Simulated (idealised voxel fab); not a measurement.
Process module name: voxel self aligned vias
FYI the section here is cut, 285 nm wide, cells are 5 nm squares.
A cross-section is written here as square cells arranged in a grid, and it is given in bands from the top down, each band taking up one or more rows of cells.
Top height, bottom height, nm. Materials left to right, width each, nm. Single material + "full width" = fills band edge to edge. "air" = empty.
For the purposes of this specification, 0 denotes the height below which the wafer in its as-received condition is composed wholly of one material, and the lowermost band, lacking a lower limit, extends downward without end, as expressed in "0 and below".
With a width like "30..40", each row of cells in the band differs from the next by the same amount, the top row carrying the first number and the bottom row the second.
"no change" (step): cross-section cells unchanged, all of them.
Entry "Sealed void list" = empty spaces >= 8 cells with no open way to the top; each as width x height at distance, distance from left edge, all nm.
Past the settings on a step's line: simulator remark, on that step.
"overlay nm" denotes, for a step that has a mask, the displacement of the mask to the right of its planned place, with negative values corresponding to the left.
For the reader: what remains of this document is a series of pairs, each showing a cross-section before one process step and a cross-section after that step which reaches down only to the lowest band that changed, with the step between them and its settings set out under the pair. It should not be assumed that a pair continues from the pair above it; the pairs can come from different runs of this module on the same starting wafer, and such continuity exists only where the entry headed "Pre-step geometry" says so.

Pre-step geometry
  0 and below  Si full width
  Sealed void list: none

Cross-Section After Step
  10 down to 0  SiO2 full width
  Nothing below the height 0 has changed.
  Sealed void list: none
Operation between the pre and post cross-sections above: CONFORMAL_DEP [material SiO2] [thk nm 10]

Pre-step geometry: Reference is made to the cross-section shown after the step in the pair directly above, which represents the state prior to this step.

Cross-Section After Step
  15 down to 10  SiCN full width
  Nothing below the height 10 has changed.
  Sealed void list: none
Operation between the pre and post cross-sections above: CONFORMAL_DEP [material SiCN] [thk nm 5]

Pre-step geometry: Reference is made to the cross-section shown after the step in the pair directly above, which represents the state prior to this step.

Cross-Section After Step
  35 down to 15  lowk full width
  Nothing below the height 15 has changed.
  Sealed void list: none
Operation between the pre and post cross-sections above: DIRECTIONAL_DEP [material lowk] [thk nm 20]

Pre-step geometry: Reference is made to the cross-section shown after the step in the pair directly above, which represents the state prior to this step.

Cross-Section After Step
  50 down to 35  aC full width
  Nothing below the height 35 has changed.
  Sealed void list: none
Operation between the pre and post cross-sections above: DIRECTIONAL_DEP [material aC] [thk nm 15]

Pre-step geometry: Reference is made to the cross-section shown after the step in the pair directly above, which represents the state prior to this step.

Cross-Section After Step
  85 down to 50  75 nm resist  25 nm air  30 nm resist  25 nm air  30 nm resist  25 nm air  75 nm resist
  Nothing below the height 50 has changed.
  Sealed void list: none
Operation between the pre and post cross-sections above: PATTERN [tone open] [mask id LINES] [material resist] [width nm 25] [pitch nm 55] [thk nm 35] [overlay nm 0]

Pre-step geometry: Reference is made to the cross-section shown after the step in the pair directly above, which represents the state prior to this step.

Cross-Section After Step
  70 down to 50  75 nm resist  25 nm air  30 nm resist  25 nm air  30 nm resist  25 nm air  75 nm resist
  50 down to 35  75 nm aC  25 nm air  30 nm aC  25 nm air  30 nm aC  25 nm air  75 nm aC
  Nothing below the height 35 has changed.
  Sealed void list: none
Operation between the pre and post cross-sections above: DIRECTIONAL_ETCH [etch materials aC] [depth nm 15]

Pre-step geometry: Reference is made to the cross-section shown after the step in the pair directly above, which represents the state prior to this step.

Cross-Section After Step
  50 down to 35  75 nm aC  25 nm air  30 nm aC  25 nm air  30 nm aC  25 nm air  75 nm aC
  Nothing below the height 35 has changed.
  Sealed void list: none
Operation between the pre and post cross-sections above: STRIP [etch materials resist]

Pre-step geometry: Reference is made to the cross-section shown after the step in the pair directly above, which represents the state prior to this step.

Cross-Section After Step
  50 down to 35  75 nm aC  25 nm air  30 nm aC  25 nm air  30 nm aC  25 nm air  75 nm aC
  35 down to 15  75 nm lowk  25 nm air  30 nm lowk  25 nm air  30 nm lowk  25 nm air  75 nm lowk
  Nothing below the height 15 has changed.
  Sealed void list: none
Operation between the pre and post cross-sections above: DIRECTIONAL_ETCH [etch materials lowk] [depth nm 20]

Pre-step geometry: Reference is made to the cross-section shown after the step in the pair directly above, which represents the state prior to this step.

Cross-Section After Step
  35 down to 15  75 nm lowk  25 nm air  30 nm lowk  25 nm air  30 nm lowk  25 nm air  75 nm lowk
  Nothing below the height 15 has changed.
  Sealed void list: none
Operation between the pre and post cross-sections above: STRIP [etch materials aC]

Pre-step geometry: Reference is made to the cross-section shown after the step in the pair directly above, which represents the state prior to this step.

Cross-Section After Step
  40 down to 35  80 nm TiN  15 nm air  40 nm TiN  15 nm air  40 nm TiN  15 nm air  80 nm TiN
  35 down to 20  75 nm lowk  5 nm TiN  15 nm air  5 nm TiN  30 nm lowk  5 nm TiN  15 nm air  5 nm TiN  30 nm lowk  5 nm TiN  15 nm air  5 nm TiN  75 nm lowk
  20 down to 15  75 nm lowk  25 nm TiN  30 nm lowk  25 nm TiN  30 nm lowk  25 nm TiN  75 nm lowk
  Nothing below the height 15 has changed.
  Sealed void list: none
Operation between the pre and post cross-sections above: CONFORMAL_DEP [material TiN] [thk nm 5]

Pre-step geometry: Reference is made to the cross-section shown after the step in the pair directly above, which represents the state prior to this step.

Cross-Section After Step
  50 down to 40  Ru full width
  40 down to 35  80 nm TiN  15 nm Ru  40 nm TiN  15 nm Ru  40 nm TiN  15 nm Ru  80 nm TiN
  35 down to 20  75 nm lowk  5 nm TiN  15 nm Ru  5 nm TiN  30 nm lowk  5 nm TiN  15 nm Ru  5 nm TiN  30 nm lowk  5 nm TiN  15 nm Ru  5 nm TiN  75 nm lowk
  Nothing below the height 20 has changed.
  Sealed void list: none
Operation between the pre and post cross-sections above: FILL_DEP [material Ru] [thk nm 10]

Pre-step geometry: Reference is made to the cross-section shown after the step in the pair directly above, which represents the state prior to this step.

Cross-Section After Step
  35 down to 20  75 nm lowk  5 nm TiN  15 nm Ru  5 nm TiN  30 nm lowk  5 nm TiN  15 nm Ru  5 nm TiN  30 nm lowk  5 nm TiN  15 nm Ru  5 nm TiN  75 nm lowk
  Nothing below the height 20 has changed.
  Sealed void list: none
Operation between the pre and post cross-sections above: CMP [height nm 35]

Pre-step geometry: Reference is made to the cross-section shown after the step in the pair directly above, which represents the state prior to this step.

Cross-Section After Step
  35 down to 25  75 nm lowk  25 nm air  30 nm lowk  25 nm air  30 nm lowk  25 nm air  75 nm lowk
  Nothing below the height 25 has changed.
  Sealed void list: none
Operation between the pre and post cross-sections above: SELECTIVE_ETCH [etch materials W Ru TiN] [depth nm 10]

Pre-step geometry: Reference is made to the cross-section shown after the step in the pair directly above, which represents the state prior to this step.

Cross-Section After Step
  45 down to 35  SiN full width
  35 down to 25  75 nm lowk  25 nm SiN  30 nm lowk  25 nm SiN  30 nm lowk  25 nm SiN  75 nm lowk
  Nothing below the height 25 has changed.
  Sealed void list: none
Operation between the pre and post cross-sections above: FILL_DEP [material SiN] [thk nm 10]

Pre-step geometry: Reference is made to the cross-section shown after the step in the pair directly above, which represents the state prior to this step.

Cross-Section After Step
  35 down to 25  75 nm lowk  25 nm SiN  30 nm lowk  25 nm SiN  30 nm lowk  25 nm SiN  75 nm lowk
  Nothing below the height 25 has changed.
  Sealed void list: none
Operation between the pre and post cross-sections above: CMP [height nm 35]

Pre-step geometry: Reference is made to the cross-section shown after the step in the pair directly above, which represents the state prior to this step.

Cross-Section After Step
  50 down to 35  lowk full width
  Nothing below the height 35 has changed.
  Sealed void list: none
Operation between the pre and post cross-sections above: DIRECTIONAL_DEP [material lowk] [thk nm 15]

Pre-step geometry: Reference is made to the cross-section shown after the step in the pair directly above, which represents the state prior to this step.

Cross-Section After Step
  65 down to 50  aC full width
  Nothing below the height 50 has changed.
  Sealed void list: none
Operation between the pre and post cross-sections above: DIRECTIONAL_DEP [material aC] [thk nm 15]

Pre-step geometry: Reference is made to the cross-section shown after the step in the pair directly above, which represents the state prior to this step.

Cross-Section After Step
  100 down to 65  70 nm resist  35 nm air  75 nm resist  35 nm air  70 nm resist
  Nothing below the height 65 has changed.
  Sealed void list: none
Operation between the pre and post cross-sections above: PATTERN [tone open] [mask id VIAS] [material resist] [width nm 35] [pitch nm 110] [thk nm 35] [overlay nm 0]

Pre-step geometry: Reference is made to the cross-section shown after the step in the pair directly above, which represents the state prior to this step.

Cross-Section After Step
  85 down to 65  70 nm resist  35 nm air  75 nm resist  35 nm air  70 nm resist
  65 down to 50  70 nm aC  35 nm air  75 nm aC  35 nm air  70 nm aC
  Nothing below the height 50 has changed.
  Sealed void list: none
Operation between the pre and post cross-sections above: DIRECTIONAL_ETCH [etch materials aC] [depth nm 15]

Pre-step geometry: Reference is made to the cross-section shown after the step in the pair directly above, which represents the state prior to this step.

Cross-Section After Step
  65 down to 50  70 nm aC  35 nm air  75 nm aC  35 nm air  70 nm aC
  Nothing below the height 50 has changed.
  Sealed void list: none
Operation between the pre and post cross-sections above: STRIP [etch materials resist]

Pre-step geometry: Reference is made to the cross-section shown after the step in the pair directly above, which represents the state prior to this step.

Cross-Section After Step
  65 down to 50  70 nm aC  35 nm air  75 nm aC  35 nm air  70 nm aC
  50 down to 35  70 nm lowk  35 nm air  75 nm lowk  35 nm air  70 nm lowk
  Nothing below the height 35 has changed.
  Sealed void list: none
Operation between the pre and post cross-sections above: DIRECTIONAL_ETCH [etch materials lowk] [depth nm 15]

Pre-step geometry: Reference is made to the cross-section shown after the step in the pair directly above, which represents the state prior to this step.

Cross-Section After Step
  65 down to 50  70 nm aC  35 nm air  75 nm aC  35 nm air  70 nm aC
  50 down to 35  70 nm lowk  35 nm air  75 nm lowk  35 nm air  70 nm lowk
  35 down to 25  75 nm lowk  25 nm air  30 nm lowk  25 nm SiN  30 nm lowk  25 nm air  75 nm lowk
  Nothing below the height 25 has changed.
  Sealed void list: none
Operation between the pre and post cross-sections above: DIRECTIONAL_ETCH [etch materials SiN] [depth nm 10]

Pre-step geometry: Reference is made to the cross-section shown after the step in the pair directly above, which represents the state prior to this step.

Cross-Section After Step
  50 down to 35  70 nm lowk  35 nm air  75 nm lowk  35 nm air  70 nm lowk
  Nothing below the height 35 has changed.
  Sealed void list: none
Operation between the pre and post cross-sections above: STRIP [etch materials aC]

Pre-step geometry: Reference is made to the cross-section shown after the step in the pair directly above, which represents the state prior to this step.

Cross-Section After Step
  55 down to 50  75 nm TiN  25 nm air  85 nm TiN  25 nm air  75 nm TiN
  50 down to 40  70 nm lowk  5 nm TiN  25 nm air  5 nm TiN  75 nm lowk  5 nm TiN  25 nm air  5 nm TiN  70 nm lowk
  40 down to 35  70 nm lowk  10 nm TiN  15 nm air  10 nm TiN  75 nm lowk  10 nm TiN  15 nm air  10 nm TiN  70 nm lowk
  35 down to 30  75 nm lowk  5 nm TiN  15 nm air  5 nm TiN  30 nm lowk  25 nm SiN  30 nm lowk  5 nm TiN  15 nm air  5 nm TiN  75 nm lowk
  30 down to 25  75 nm lowk  25 nm TiN  30 nm lowk  25 nm SiN  30 nm lowk  25 nm TiN  75 nm lowk
  Nothing below the height 25 has changed.
  Sealed void list: none
Operation between the pre and post cross-sections above: CONFORMAL_DEP [material TiN] [thk nm 5]

Pre-step geometry: Reference is made to the cross-section shown after the step in the pair directly above, which represents the state prior to this step.

Cross-Section After Step
  65 down to 55  W full width
  55 down to 50  75 nm TiN  25 nm W  85 nm TiN  25 nm W  75 nm TiN
  50 down to 40  70 nm lowk  5 nm TiN  25 nm W  5 nm TiN  75 nm lowk  5 nm TiN  25 nm W  5 nm TiN  70 nm lowk
  40 down to 35  70 nm lowk  10 nm TiN  15 nm W  10 nm TiN  75 nm lowk  10 nm TiN  15 nm W  10 nm TiN  70 nm lowk
  35 down to 30  75 nm lowk  5 nm TiN  15 nm W  5 nm TiN  30 nm lowk  25 nm SiN  30 nm lowk  5 nm TiN  15 nm W  5 nm TiN  75 nm lowk
  Nothing below the height 30 has changed.
  Sealed void list: none
Operation between the pre and post cross-sections above: FILL_DEP [material W] [thk nm 10]

Pre-step geometry: Reference is made to the cross-section shown after the step in the pair directly above, which represents the state prior to this step.

Cross-Section After Step
  50 down to 40  70 nm lowk  5 nm TiN  25 nm W  5 nm TiN  75 nm lowk  5 nm TiN  25 nm W  5 nm TiN  70 nm lowk
  Nothing below the height 40 has changed.
  Sealed void list: none
Operation between the pre and post cross-sections above: CMP [height nm 50]

Pre-step geometry: Reference is made to the cross-section shown after the step in the pair directly above, which represents the state prior to this step.

Cross-Section After Step
  55 down to 50  SiN full width
  Nothing below the height 50 has changed.
  Sealed void list: none
Operation between the pre and post cross-sections above: CONFORMAL_DEP [material SiN] [thk nm 5]

Pre-step geometry
  10 down to 0  SiO2 full width
  0 and below  Si full width
  Sealed void list: none

Cross-Section After Step
  30 down to 10  lowk full width
  Nothing below the height 10 has changed.
  Sealed void list: none
Operation between the pre and post cross-sections above: DIRECTIONAL_DEP [material lowk] [thk nm 20]

Pre-step geometry: Reference is made to the cross-section shown after the step in the pair directly above, which represents the state prior to this step.

Cross-Section After Step
  45 down to 30  aC full width
  Nothing below the height 30 has changed.
  Sealed void list: none
Operation between the pre and post cross-sections above: DIRECTIONAL_DEP [material aC] [thk nm 15]

Pre-step geometry: Reference is made to the cross-section shown after the step in the pair directly above, which represents the state prior to this step.

Cross-Section After Step
  80 down to 45  75 nm resist  25 nm air  30 nm resist  25 nm air  30 nm resist  25 nm air  75 nm resist
  Nothing below the height 45 has changed.
  Sealed void list: none
Operation between the pre and post cross-sections above: PATTERN [tone open] [mask id LINES] [material resist] [width nm 25] [pitch nm 55] [thk nm 35] [overlay nm 0]

Pre-step geometry: Reference is made to the cross-section shown after the step in the pair directly above, which represents the state prior to this step.

Cross-Section After Step
  65 down to 45  75 nm resist  25 nm air  30 nm resist  25 nm air  30 nm resist  25 nm air  75 nm resist
  45 down to 30  75 nm aC  25 nm air  30 nm aC  25 nm air  30 nm aC  25 nm air  75 nm aC
  Nothing below the height 30 has changed.
  Sealed void list: none
Operation between the pre and post cross-sections above: DIRECTIONAL_ETCH [etch materials aC] [depth nm 15]

Pre-step geometry: Reference is made to the cross-section shown after the step in the pair directly above, which represents the state prior to this step.

Cross-Section After Step
  45 down to 30  75 nm aC  25 nm air  30 nm aC  25 nm air  30 nm aC  25 nm air  75 nm aC
  Nothing below the height 30 has changed.
  Sealed void list: none
Operation between the pre and post cross-sections above: STRIP [etch materials resist]

Pre-step geometry: Reference is made to the cross-section shown after the step in the pair directly above, which represents the state prior to this step.

Cross-Section After Step
  45 down to 30  75 nm aC  25 nm air  30 nm aC  25 nm air  30 nm aC  25 nm air  75 nm aC
  30 down to 10  75 nm lowk  25 nm air  30 nm lowk  25 nm air  30 nm lowk  25 nm air  75 nm lowk
  Nothing below the height 10 has changed.
  Sealed void list: none
Operation between the pre and post cross-sections above: DIRECTIONAL_ETCH [etch materials lowk] [depth nm 20]

Pre-step geometry: Reference is made to the cross-section shown after the step in the pair directly above, which represents the state prior to this step.

Cross-Section After Step
  30 down to 10  75 nm lowk  25 nm air  30 nm lowk  25 nm air  30 nm lowk  25 nm air  75 nm lowk
  Nothing below the height 10 has changed.
  Sealed void list: none
Operation between the pre and post cross-sections above: STRIP [etch materials aC]

Pre-step geometry: Reference is made to the cross-section shown after the step in the pair directly above, which represents the state prior to this step.

Cross-Section After Step
  35 down to 30  80 nm TiN  15 nm air  40 nm TiN  15 nm air  40 nm TiN  15 nm air  80 nm TiN
  30 down to 15  75 nm lowk  5 nm TiN  15 nm air  5 nm TiN  30 nm lowk  5 nm TiN  15 nm air  5 nm TiN  30 nm lowk  5 nm TiN  15 nm air  5 nm TiN  75 nm lowk
  15 down to 10  75 nm lowk  25 nm TiN  30 nm lowk  25 nm TiN  30 nm lowk  25 nm TiN  75 nm lowk
  Nothing below the height 10 has changed.
  Sealed void list: none
Operation between the pre and post cross-sections above: CONFORMAL_DEP [material TiN] [thk nm 5]

Pre-step geometry: Reference is made to the cross-section shown after the step in the pair directly above, which represents the state prior to this step.

Cross-Section After Step
  45 down to 35  Ru full width
  35 down to 30  80 nm TiN  15 nm Ru  40 nm TiN  15 nm Ru  40 nm TiN  15 nm Ru  80 nm TiN
  30 down to 15  75 nm lowk  5 nm TiN  15 nm Ru  5 nm TiN  30 nm lowk  5 nm TiN  15 nm Ru  5 nm TiN  30 nm lowk  5 nm TiN  15 nm Ru  5 nm TiN  75 nm lowk
  Nothing below the height 15 has changed.
  Sealed void list: none
Operation between the pre and post cross-sections above: FILL_DEP [material Ru] [thk nm 10]

Pre-step geometry: Reference is made to the cross-section shown after the step in the pair directly above, which represents the state prior to this step.

Cross-Section After Step
  35 down to 30  80 nm TiN  15 nm Ru  40 nm TiN  15 nm Ru  40 nm TiN  15 nm Ru  80 nm TiN
  Nothing below the height 30 has changed.
  Sealed void list: none
Operation between the pre and post cross-sections above: CMP [height nm 35]

Pre-step geometry: Reference is made to the cross-section shown after the step in the pair directly above, which represents the state prior to this step.

Cross-Section After Step
  30 down to 25  75 nm lowk  25 nm air  30 nm lowk  25 nm air  30 nm lowk  25 nm air  75 nm lowk
  Nothing below the height 25 has changed.
  Sealed void list: none
Operation between the pre and post cross-sections above: SELECTIVE_ETCH [etch materials W Ru TiN] [depth nm 10]

Pre-step geometry: Reference is made to the cross-section shown after the step in the pair directly above, which represents the state prior to this step.

Cross-Section After Step
  40 down to 30  SiN full width
  30 down to 25  75 nm lowk  25 nm SiN  30 nm lowk  25 nm SiN  30 nm lowk  25 nm SiN  75 nm lowk
  Nothing below the height 25 has changed.
  Sealed void list: none
Operation between the pre and post cross-sections above: FILL_DEP [material SiN] [thk nm 10]

Pre-step geometry: Reference is made to the cross-section shown after the step in the pair directly above, which represents the state prior to this step.

Cross-Section After Step
  35 down to 30  SiN full width
  Nothing below the height 30 has changed.
  Sealed void list: none
Operation between the pre and post cross-sections above: CMP [height nm 35]

Pre-step geometry: Reference is made to the cross-section shown after the step in the pair directly above, which represents the state prior to this step.

Cross-Section After Step
  50 down to 35  lowk full width
  Nothing below the height 35 has changed.
  Sealed void list: none
Operation between the pre and post cross-sections above: DIRECTIONAL_DEP [material lowk] [thk nm 15]

Pre-step geometry: Reference is made to the cross-section shown after the step in the pair directly above, which represents the state prior to this step.

Cross-Section After Step
  65 down to 50  aC full width
  Nothing below the height 50 has changed.
  Sealed void list: none
Operation between the pre and post cross-sections above: DIRECTIONAL_DEP [material aC] [thk nm 15]

Pre-step geometry: Reference is made to the cross-section shown after the step in the pair directly above, which represents the state prior to this step.

Cross-Section After Step
  100 down to 65  70 nm resist  35 nm air  75 nm resist  35 nm air  70 nm resist
  Nothing below the height 65 has changed.
  Sealed void list: none
Operation between the pre and post cross-sections above: PATTERN [tone open] [mask id VIAS] [material resist] [width nm 35] [pitch nm 110] [thk nm 35] [overlay nm 0]

Pre-step geometry: Reference is made to the cross-section shown after the step in the pair directly above, which represents the state prior to this step.

Cross-Section After Step
  85 down to 65  70 nm resist  35 nm air  75 nm resist  35 nm air  70 nm resist
  65 down to 50  70 nm aC  35 nm air  75 nm aC  35 nm air  70 nm aC
  Nothing below the height 50 has changed.
  Sealed void list: none
Operation between the pre and post cross-sections above: DIRECTIONAL_ETCH [etch materials aC] [depth nm 15]

Pre-step geometry: Reference is made to the cross-section shown after the step in the pair directly above, which represents the state prior to this step.

Cross-Section After Step
  65 down to 50  70 nm aC  35 nm air  75 nm aC  35 nm air  70 nm aC
  Nothing below the height 50 has changed.
  Sealed void list: none
Operation between the pre and post cross-sections above: STRIP [etch materials resist]

Pre-step geometry: Reference is made to the cross-section shown after the step in the pair directly above, which represents the state prior to this step.

Cross-Section After Step
  65 down to 50  70 nm aC  35 nm air  75 nm aC  35 nm air  70 nm aC
  50 down to 35  70 nm lowk  35 nm air  75 nm lowk  35 nm air  70 nm lowk
  Nothing below the height 35 has changed.
  Sealed void list: none
Operation between the pre and post cross-sections above: DIRECTIONAL_ETCH [etch materials lowk] [depth nm 15]

Pre-step geometry: Reference is made to the cross-section shown after the step in the pair directly above, which represents the state prior to this step.

Cross-Section After Step
  65 down to 50  70 nm aC  35 nm air  75 nm aC  35 nm air  70 nm aC
  50 down to 35  70 nm lowk  35 nm air  75 nm lowk  35 nm air  70 nm lowk
  35 down to 30  70 nm SiN  35 nm air  75 nm SiN  35 nm air  70 nm SiN
  30 down to 25  75 nm lowk  25 nm air  30 nm lowk  25 nm SiN  30 nm lowk  25 nm air  75 nm lowk
  Nothing below the height 25 has changed.
  Sealed void list: none
Operation between the pre and post cross-sections above: DIRECTIONAL_ETCH [etch materials SiN] [depth nm 10]

Pre-step geometry: Reference is made to the cross-section shown after the step in the pair directly above, which represents the state prior to this step.

Cross-Section After Step
  50 down to 35  70 nm lowk  35 nm air  75 nm lowk  35 nm air  70 nm lowk
  Nothing below the height 35 has changed.
  Sealed void list: none
Operation between the pre and post cross-sections above: STRIP [etch materials aC]

Pre-step geometry: Reference is made to the cross-section shown after the step in the pair directly above, which represents the state prior to this step.

Cross-Section After Step
  55 down to 50  75 nm TiN  25 nm air  85 nm TiN  25 nm air  75 nm TiN
  50 down to 35  70 nm lowk  5 nm TiN  25 nm air  5 nm TiN  75 nm lowk  5 nm TiN  25 nm air  5 nm TiN  70 nm lowk
  35 down to 30  70 nm SiN  10 nm TiN  15 nm air  10 nm TiN  75 nm SiN  10 nm TiN  15 nm air  10 nm TiN  70 nm SiN
  30 down to 25  75 nm lowk  25 nm TiN  30 nm lowk  25 nm SiN  30 nm lowk  25 nm TiN  75 nm lowk
  Nothing below the height 25 has changed.
  Sealed void list: none
Operation between the pre and post cross-sections above: CONFORMAL_DEP [material TiN] [thk nm 5]

Pre-step geometry: Reference is made to the cross-section shown after the step in the pair directly above, which represents the state prior to this step.

Cross-Section After Step
  65 down to 55  W full width
  55 down to 50  75 nm TiN  25 nm W  85 nm TiN  25 nm W  75 nm TiN
  50 down to 35  70 nm lowk  5 nm TiN  25 nm W  5 nm TiN  75 nm lowk  5 nm TiN  25 nm W  5 nm TiN  70 nm lowk
  35 down to 30  70 nm SiN  10 nm TiN  15 nm W  10 nm TiN  75 nm SiN  10 nm TiN  15 nm W  10 nm TiN  70 nm SiN
  Nothing below the height 30 has changed.
  Sealed void list: none
Operation between the pre and post cross-sections above: FILL_DEP [material W] [thk nm 10]

Pre-step geometry: Reference is made to the cross-section shown after the step in the pair directly above, which represents the state prior to this step.

Cross-Section After Step
  50 down to 35  70 nm lowk  5 nm TiN  25 nm W  5 nm TiN  75 nm lowk  5 nm TiN  25 nm W  5 nm TiN  70 nm lowk
  Nothing below the height 35 has changed.
  Sealed void list: none
Operation between the pre and post cross-sections above: CMP [height nm 50]

Pre-step geometry: Reference is made to the cross-section shown after the step in the pair directly above, which represents the state prior to this step.

Cross-Section After Step
  55 down to 50  SiN full width
  Nothing below the height 50 has changed.
  Sealed void list: none
Operation between the pre and post cross-sections above: CONFORMAL_DEP [material SiN] [thk nm 5]

Pre-step geometry
  65 down to 50  70 nm aC  35 nm air  75 nm aC  35 nm air  70 nm aC
  50 down to 35  70 nm lowk  35 nm air  75 nm lowk  35 nm air  70 nm lowk
  35 down to 25  75 nm lowk  25 nm SiN  30 nm lowk  25 nm SiN  30 nm lowk  25 nm SiN  75 nm lowk
  25 down to 20  75 nm lowk  5 nm TiN  15 nm Ru  5 nm TiN  30 nm lowk  5 nm TiN  15 nm Ru  5 nm TiN  30 nm lowk  5 nm TiN  15 nm Ru  5 nm TiN  75 nm lowk
  20 down to 15  75 nm lowk  25 nm TiN  30 nm lowk  25 nm TiN  30 nm lowk  25 nm TiN  75 nm lowk
  15 down to 10  SiCN full width
  10 down to 0  SiO2 full width
  0 and below  Si full width
  Sealed void list: none

Cross-Section After Step
  65 down to 50  70 nm aC  35 nm air  75 nm aC  35 nm air  70 nm aC
  50 down to 35  70 nm lowk  35 nm air  75 nm lowk  35 nm air  70 nm lowk
  35 down to 25  70 nm lowk  5 nm air  25 nm SiN  5 nm air  25 nm lowk  25 nm SiN  25 nm lowk  5 nm air  25 nm SiN  5 nm air  70 nm lowk
  25 down to 20  70 nm lowk  5 nm air  5 nm TiN  15 nm Ru  5 nm TiN  5 nm air  25 nm lowk  5 nm TiN  15 nm Ru  5 nm TiN  25 nm lowk  5 nm air  5 nm TiN  15 nm Ru  5 nm TiN  5 nm air  70 nm lowk
  Nothing below the height 20 has changed.
  Sealed void list: none
Operation between the pre and post cross-sections above: DIRECTIONAL_ETCH [etch materials lowk] [depth nm 15]

Pre-step geometry: Reference is made to the cross-section shown after the step in the pair directly above, which represents the state prior to this step.

Cross-Section After Step
  65 down to 50  70 nm aC  35 nm air  75 nm aC  35 nm air  70 nm aC
  50 down to 35  70 nm lowk  35 nm air  75 nm lowk  35 nm air  70 nm lowk
  35 down to 25  70 nm lowk  35 nm air  25 nm lowk  25 nm SiN  25 nm lowk  35 nm air  70 nm lowk
  Nothing below the height 25 has changed.
  Sealed void list: none
Operation between the pre and post cross-sections above: DIRECTIONAL_ETCH [etch materials SiN] [depth nm 10]

Pre-step geometry: Reference is made to the cross-section shown after the step in the pair directly above, which represents the state prior to this step.

Cross-Section After Step
  50 down to 35  70 nm lowk  35 nm air  75 nm lowk  35 nm air  70 nm lowk
  Nothing below the height 35 has changed.
  Sealed void list: none
Operation between the pre and post cross-sections above: STRIP [etch materials aC]

Pre-step geometry: Reference is made to the cross-section shown after the step in the pair directly above, which represents the state prior to this step.

Cross-Section After Step
  55 down to 50  75 nm TiN  25 nm air  85 nm TiN  25 nm air  75 nm TiN
  50 down to 35  70 nm lowk  5 nm TiN  25 nm air  5 nm TiN  75 nm lowk  5 nm TiN  25 nm air  5 nm TiN  70 nm lowk
  35 down to 30  70 nm lowk  5 nm TiN  25 nm air  5 nm TiN  25 nm lowk  25 nm SiN  25 nm lowk  5 nm TiN  25 nm air  5 nm TiN  70 nm lowk
  30 down to 25  70 nm lowk  35 nm TiN  25 nm lowk  25 nm SiN  25 nm lowk  35 nm TiN  70 nm lowk
  25 down to 20  70 nm lowk  10 nm TiN  15 nm Ru  10 nm TiN  25 nm lowk  5 nm TiN  15 nm Ru  5 nm TiN  25 nm lowk  10 nm TiN  15 nm Ru  10 nm TiN  70 nm lowk
  Nothing below the height 20 has changed.
  Sealed void list: none
Operation between the pre and post cross-sections above: CONFORMAL_DEP [material TiN] [thk nm 5]

Pre-step geometry: Reference is made to the cross-section shown after the step in the pair directly above, which represents the state prior to this step.

Cross-Section After Step
  65 down to 55  W full width
  55 down to 50  75 nm TiN  25 nm W  85 nm TiN  25 nm W  75 nm TiN
  50 down to 35  70 nm lowk  5 nm TiN  25 nm W  5 nm TiN  75 nm lowk  5 nm TiN  25 nm W  5 nm TiN  70 nm lowk
  35 down to 30  70 nm lowk  5 nm TiN  25 nm W  5 nm TiN  25 nm lowk  25 nm SiN  25 nm lowk  5 nm TiN  25 nm W  5 nm TiN  70 nm lowk
  Nothing below the height 30 has changed.
  Sealed void list: none
Operation between the pre and post cross-sections above: FILL_DEP [material W] [thk nm 10]

Pre-step geometry: Reference is made to the cross-section shown after the step in the pair directly above, which represents the state prior to this step.

Cross-Section After Step
  50 down to 35  70 nm lowk  5 nm TiN  25 nm W  5 nm TiN  75 nm lowk  5 nm TiN  25 nm W  5 nm TiN  70 nm lowk
  Nothing below the height 35 has changed.
  Sealed void list: none
Operation between the pre and post cross-sections above: CMP [height nm 50]

Pre-step geometry: Reference is made to the cross-section shown after the step in the pair directly above, which represents the state prior to this step.

Cross-Section After Step
  55 down to 50  SiN full width
  Nothing below the height 50 has changed.
  Sealed void list: none
Operation between the pre and post cross-sections above: CONFORMAL_DEP [material SiN] [thk nm 5]

Pre-step geometry
  0 and below  Si full width
  Sealed void list: none

Cross-Section After Step
  5 down to 0  SiCN full width
  Nothing below the height 0 has changed.
  Sealed void list: none
Operation between the pre and post cross-sections above: CONFORMAL_DEP [material SiCN] [thk nm 5]

Pre-step geometry: Reference is made to the cross-section shown after the step in the pair directly above, which represents the state prior to this step.

Cross-Section After Step
  15 down to 5  SiO2 full width
  Nothing below the height 5 has changed.
  Sealed void list: none
Operation between the pre and post cross-sections above: CONFORMAL_DEP [material SiO2] [thk nm 10]

Pre-step geometry: Reference is made to the cross-section shown after the step in the pair directly above, which represents the state prior to this step.

Cross-Section After Step
  35 down to 15  lowk full width
  Nothing below the height 15 has changed.
  Sealed void list: none
Operation between the pre and post cross-sections above: DIRECTIONAL_DEP [material lowk] [thk nm 20]

Pre-step geometry: Reference is made to the cross-section shown after the step in the pair directly above, which represents the state prior to this step.

Cross-Section After Step
  50 down to 35  aC full width
  Nothing below the height 35 has changed.
  Sealed void list: none
Operation between the pre and post cross-sections above: DIRECTIONAL_DEP [material aC] [thk nm 15]

Pre-step geometry: Reference is made to the cross-section shown after the step in the pair directly above, which represents the state prior to this step.

Cross-Section After Step
  85 down to 50  75 nm resist  25 nm air  30 nm resist  25 nm air  30 nm resist  25 nm air  75 nm resist
  Nothing below the height 50 has changed.
  Sealed void list: none
Operation between the pre and post cross-sections above: PATTERN [tone open] [mask id LINES] [material resist] [width nm 25] [pitch nm 55] [thk nm 35] [overlay nm 0]

Pre-step geometry: Reference is made to the cross-section shown after the step in the pair directly above, which represents the state prior to this step.

Cross-Section After Step
  70 down to 50  75 nm resist  25 nm air  30 nm resist  25 nm air  30 nm resist  25 nm air  75 nm resist
  50 down to 35  75 nm aC  25 nm air  30 nm aC  25 nm air  30 nm aC  25 nm air  75 nm aC
  Nothing below the height 35 has changed.
  Sealed void list: none
Operation between the pre and post cross-sections above: DIRECTIONAL_ETCH [etch materials aC] [depth nm 15]

Pre-step geometry: Reference is made to the cross-section shown after the step in the pair directly above, which represents the state prior to this step.

Cross-Section After Step
  50 down to 35  75 nm aC  25 nm air  30 nm aC  25 nm air  30 nm aC  25 nm air  75 nm aC
  Nothing below the height 35 has changed.
  Sealed void list: none
Operation between the pre and post cross-sections above: STRIP [etch materials resist]

Pre-step geometry: Reference is made to the cross-section shown after the step in the pair directly above, which represents the state prior to this step.

Cross-Section After Step
  50 down to 35  75 nm aC  25 nm air  30 nm aC  25 nm air  30 nm aC  25 nm air  75 nm aC
  35 down to 15  75 nm lowk  25 nm air  30 nm lowk  25 nm air  30 nm lowk  25 nm air  75 nm lowk
  Nothing below the height 15 has changed.
  Sealed void list: none
Operation between the pre and post cross-sections above: DIRECTIONAL_ETCH [etch materials lowk] [depth nm 20]
